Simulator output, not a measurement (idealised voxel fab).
The name of this process module is voxel wiring stack.
Cross-section cut spans 155 nm and uses square cells 5 nm in size.
A cross-section is a grid of square cells, given in bands from the top down. A band is one or more rows of cells.
Top, bottom (nm), then materials left to right with widths (nm); lone material tagged "all across" fills the whole band edge to edge; "blank" = empty space.
Note: height 0 marks the level under which the wafer is uniformly one material as received. Lowest band unbounded below, written "0 and below".
The two numbers in a width such as "30..40" mark its ends across the band: the first belongs to the top row of cells, the second to the bottom row, and from each row to the next the width moves by the same amount.
No cell of the cross-section changed in a step that is given as "nothing was modified".
The entry titled "Voids lacking openings" provides the empty spaces that have no open way to the top, restricted to those of 8 cells or more. Each is presented as width x height at distance, the distance being measured from the left edge, with all three in nm.
That trailing text on a step's line, after the settings, is the simulator's own remark on the step.
overlay nm: step with mask; distance mask lay right of planned place; negative value = left of planned place.

Process steps foreseen in the plan
- 1: RECEIVE with material Si
- 2: CONFORMAL_DEP with material SiO2, thk nm 15
- 3: DIRECTIONAL_DEP with material TiN, thk nm 5
- 4: DIRECTIONAL_DEP with material Ru, thk nm 20
- 5: PATTERN with tone cover, mask id METAL_1, material resist, width nm 20, pitch nm 35, thk nm 15, overlay nm 0
- 6: DIRECTIONAL_ETCH with etch materials Ru, depth nm 20
- 7: DIRECTIONAL_ETCH with etch materials TiN, depth nm 5
- 8: STRIP with etch materials resist
- 9: CONFORMAL_DEP with material SiN, thk nm 5
- 10: FILL_DEP with material SiO2, thk nm 5
- 11: CMP with height nm 40
- 12: CONFORMAL_DEP with material SiCN, thk nm 5
- 13: DIRECTIONAL_DEP with material SiO2, thk nm 10
- 14: PATTERN with tone open, mask id PLUG_1, material resist, width nm 15, pitch nm 70, thk nm 15, overlay nm 0
- 15: DIRECTIONAL_ETCH with etch materials SiO2, depth nm 10
- 16: DIRECTIONAL_ETCH with etch materials SiCN, depth nm 5
- 17: STRIP with etch materials resist
- 18: CONFORMAL_DEP with material TiN, thk nm 5
- 19: FILL_DEP with material Cu, thk nm 5
- 20: CMP with height nm 55
- 21: CONFORMAL_DEP with material SiN, thk nm 5
- 22: DIRECTIONAL_DEP with material lowk, thk nm 25
- 23: DIRECTIONAL_DEP with material aC, thk nm 15
- 24: PATTERN with tone open, mask id METAL_2, material resist, width nm 20, pitch nm 35, thk nm 30, overlay nm 0
- 25: DIRECTIONAL_ETCH with etch materials aC, depth nm 15
- 26: STRIP with etch materials resist
- 27: DIRECTIONAL_ETCH with etch materials lowk, depth nm 25
- 28: DIRECTIONAL_ETCH with etch materials SiN, depth nm 5
- 29: STRIP with etch materials aC
- 30: CONFORMAL_DEP with material TiN, thk nm 5
- 31: FILL_DEP with material Cu, thk nm 10
- 32: CMP with height nm 85
- 33: EPI with material Ru, thk nm 5
- 34: FILL_DEP with material SiCN, thk nm 5
- 35: DIRECTIONAL_DEP with material SiO2, thk nm 20
- 36: PATTERN with tone open, mask id PLUG_2, material resist, width nm 15, pitch nm 35, thk nm 15, overlay nm 0
- 37: DIRECTIONAL_ETCH with etch materials SiO2, depth nm 20
- 38: DIRECTIONAL_ETCH with etch materials SiCN, depth nm 5
- 39: STRIP with etch materials resist
- 40: EPI with material Ru, thk nm 10
- 41: EPI with material Ru, thk nm 10
- 42: EPI with material Ru, thk nm 5
- 43: CONFORMAL_DEP with material SiN, thk nm 5
- 44: DIRECTIONAL_DEP with material lowk, thk nm 15
- 45: MASKED_ETCH with tone open, mask id METAL_3, width nm 20, pitch nm 35, etch materials lowk, depth nm 15, overlay nm 0
- 46: MASKED_ETCH with tone open, mask id METAL_3, width nm 20, pitch nm 35, etch materials SiN, depth nm 5, overlay nm 0
- 47: CONFORMAL_DEP with material TiN, thk nm 5
- 48: FILL_DEP with material Cu, thk nm 5
- 49: CMP with height nm 135
- 50: CONFORMAL_DEP with material SiN, thk nm 5

Cross-section of the incoming wafer, state after step 1
  0 and below: Si all across
  Voids lacking openings: none

Cross-sectional image of the first of two wafers at the end of the module, the run having proceeded as planned
  140 down to 135: SiN all across
  135 down to 120: lowk 30 | TiN 5 | Cu 10 | TiN 5 | lowk 15 | TiN 5 | Cu 10 | TiN 5 | lowk 15 | TiN 5 | Cu 10 | TiN 5 | lowk 35
  120 down to 115: SiN 30 | TiN 20 | SiN 15 | TiN 20 | SiN 15 | TiN 20 | SiN 35
  115 down to 95: SiO2 30 | Ru 15 | SiO2 20 | Ru 15 | SiO2 20 | Ru 15 | SiO2 40
  95 down to 85: SiCN 30..25 | Ru 15..30 | SiCN 20..5 | Ru 15..30 | SiCN 20..5 | Ru 15..30 | SiCN 40..30
  85 down to 60: lowk 30 | TiN 5 | Cu 10 | TiN 5 | lowk 15 | TiN 5 | Cu 10 | TiN 5 | lowk 15 | TiN 5 | Cu 10 | TiN 5 | lowk 35
  60 down to 55: SiN 30 | TiN 20 | SiN 15 | TiN 20 | SiN 15 | TiN 20 | SiN 35
  55 down to 45: SiO2 30 | TiN 5 | Cu 5 | TiN 5 | SiO2 55 | TiN 5 | Cu 5 | TiN 5 | SiO2 40
  45 down to 40: SiCN 30 | TiN 15 | SiCN 55 | TiN 15 | SiCN 40
  40 down to 20: SiO2 25 | SiN 5 | Ru 20 | SiN 5 | SiO2 5 | SiN 5 | Ru 20 | SiN 5 | SiO2 5 | SiN 5 | Ru 20 | SiN 5 | SiO2 30
  20 down to 15: SiN 30 | TiN 20 | SiN 15 | TiN 20 | SiN 15 | TiN 20 | SiN 35
  15 down to 0: SiO2 all across
  0 and below: Si all across
  Voids lacking openings: none

Wafer two cross-section, module end. Start and plan unchanged from wafer one; one mistake made during the run
  140 down to 135: SiN all across
  135 down to 120: lowk 30 | TiN 5 | Cu 10 | TiN 5 | lowk 15 | TiN 5 | Cu 10 | TiN 5 | lowk 15 | TiN 5 | Cu 10 | TiN 5 | lowk 35
  120 down to 115: SiN 30 | TiN 20 | SiN 15 | TiN 20 | SiN 15 | TiN 20 | SiN 35
  115 down to 95: SiO2 30 | Ru 15 | SiO2 20 | Ru 15 | SiO2 20 | Ru 15 | SiO2 40
  95 down to 90: SiCN 30 | Ru 15 | SiCN 20 | Ru 15 | SiCN 20 | Ru 15 | SiCN 40
  90 down to 85: Ru 35 | SiCN 10 | Ru 25 | SiCN 10 | Ru 25 | SiCN 10 | Ru 40
  85 down to 60: Cu 25 | TiN 5 | lowk 20 | TiN 5 | Cu 5 | TiN 5 | lowk 20 | TiN 5 | Cu 5 | TiN 5 | lowk 20 | TiN 5 | Cu 30
  60 down to 55: TiN 30 | SiN 20 | TiN 15 | SiN 20 | TiN 15 | SiN 20 | TiN 35
  55 down to 45: SiO2 30 | TiN 5 | Cu 5 | TiN 5 | SiO2 55 | TiN 5 | Cu 5 | TiN 5 | SiO2 40
  45 down to 40: SiCN 30 | TiN 15 | SiCN 55 | TiN 15 | SiCN 40
  40 down to 20: SiO2 25 | SiN 5 | Ru 20 | SiN 5 | SiO2 5 | SiN 5 | Ru 20 | SiN 5 | SiO2 5 | SiN 5 | Ru 20 | SiN 5 | SiO2 30
  20 down to 15: SiN 30 | TiN 20 | SiN 15 | TiN 20 | SiN 15 | TiN 20 | SiN 35
  15 down to 0: SiO2 all across
  0 and below: Si all across
  Voids lacking openings: none
Where did the run depart from the plan? step 24 ran with different settings than intended, the actual operation and settings being PATTERN with tone cover, mask id METAL_2, material resist, width nm 20, pitch nm 35, thk nm 30, overlay nm 0
It is noted that, at the conclusion of processing, the second wafer exhibits a higher or lower cell count for certain materials relative to the first: Cu +35, Ru +7, SiCN -7, SiN -7, TiN +7, lowk -35
